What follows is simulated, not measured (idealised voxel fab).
Process module under the name voxel ribs on slabs
cross-section cut | 200 nm wide | cells 5 nm
Cross-sections here: square-cell grids, written as top-down lists of bands, a band being one or more rows of cells.
What a band's entry tells you: where the top is and where the bottom is, as heights in nm, and after that what lies inside, material by material from left to right, each with its width in nm. Empty space is written as the word "empty", and a single material marked with the word "all across" occupies the band from edge to edge.
Counting heights begins at 0, where everything beneath is, in the wafer as received, one material. The lowest band has no bottom; it goes on downwards, as "0 -> down" shows.
The expression "30 to 40" gives the width at the extremes of the band, the first number at its top row of cells and the second at its bottom row, with the width changing by equal amounts from each row to the next in between.
Key: "stayed the same" - step with no changed cell in the cross-section.
Reported under the label "Closed void register" are the empty spaces having no open way to the top and comprising 8 cells or more; the notation for each is width x height at distance, in which the distance is measured from the left edge and all three values are in nm.
Read whatever lies past the settings on a step's line as the simulator's own remark about the step.
overlay nm: mask offset rightward from planned place, masked step; negative means leftward offset.

The steps planned for the process are as follows:
step 1: RECEIVE: material Si
step 2: DIRECTIONAL_DEP: material SiO2, thk nm 25
step 3: DIRECTIONAL_DEP: material SiN, thk nm 25
step 4: MASKED_ETCH: tone cover, mask id RIB, width nm 25, etch materials SiN, depth nm 20, overlay nm 0
step 5: DIRECTIONAL_DEP: material aC, thk nm 15
step 6: PATTERN: tone cover, mask id SLAB, material resist, width nm 55, thk nm 30, overlay nm 0
step 7: DIRECTIONAL_ETCH: etch materials aC, depth nm 15
step 8: STRIP: etch materials resist
step 9: DIRECTIONAL_ETCH: etch materials SiN, depth nm 5
step 10: STRIP: etch materials aC
step 11: FILL_DEP: material SiO2, thk nm 20
step 12: CMP: height nm 60
step 13: DIRECTIONAL_DEP: material W, thk nm 5
step 14: MASKED_ETCH: tone cover, mask id HEATER, width nm 35, etch materials W, depth nm 5, overlay nm 0
step 15: CONFORMAL_DEP: material SiN, thk nm 10

As received, after step 1:
> 0 -> down  Si all across
> Closed void register: none

Run as planned - first of the two wafers cross-sectioned at the end of the module:
> 75 -> 70  empty 70, then SiN 55, then empty 75
> 70 -> 65  SiN all across
> 65 -> 60  SiN 80, then W 35, then SiN 85
> 60 -> 50  SiO2 all across
> 50 -> 30  SiO2 85, then SiN 25, then SiO2 90
> 30 -> 25  SiO2 70, then SiN 55, then SiO2 75
> 25 -> 0  SiO2 all across
> 0 -> down  Si all across
> Closed void register: none

So this is wafer number two of the two, cut at the end of the module - it started where the first did and had the same plan, we just got one thing wrong running it:
> 75 -> 70  empty 70, then SiN 55, then empty 75
> 70 -> 65  SiN all across
> 65 -> 60  SiN 80, then W 35, then SiN 85
> 60 -> 50  SiO2 all across
> 50 -> 30  SiO2 85, then SiN 25, then SiO2 90
> 30 -> 25  SiO2 75, then SiN 55, then SiO2 70
> 25 -> 0  SiO2 all across
> 0 -> down  Si all across
> Closed void register: none
Run error: note that step 6 departed from the planned setting and was carried out as PATTERN: tone cover, mask id SLAB, material resist, width nm 55, thk nm 30, overlay nm 5
Cell counts per material: same on both final wafers. Positions: different.
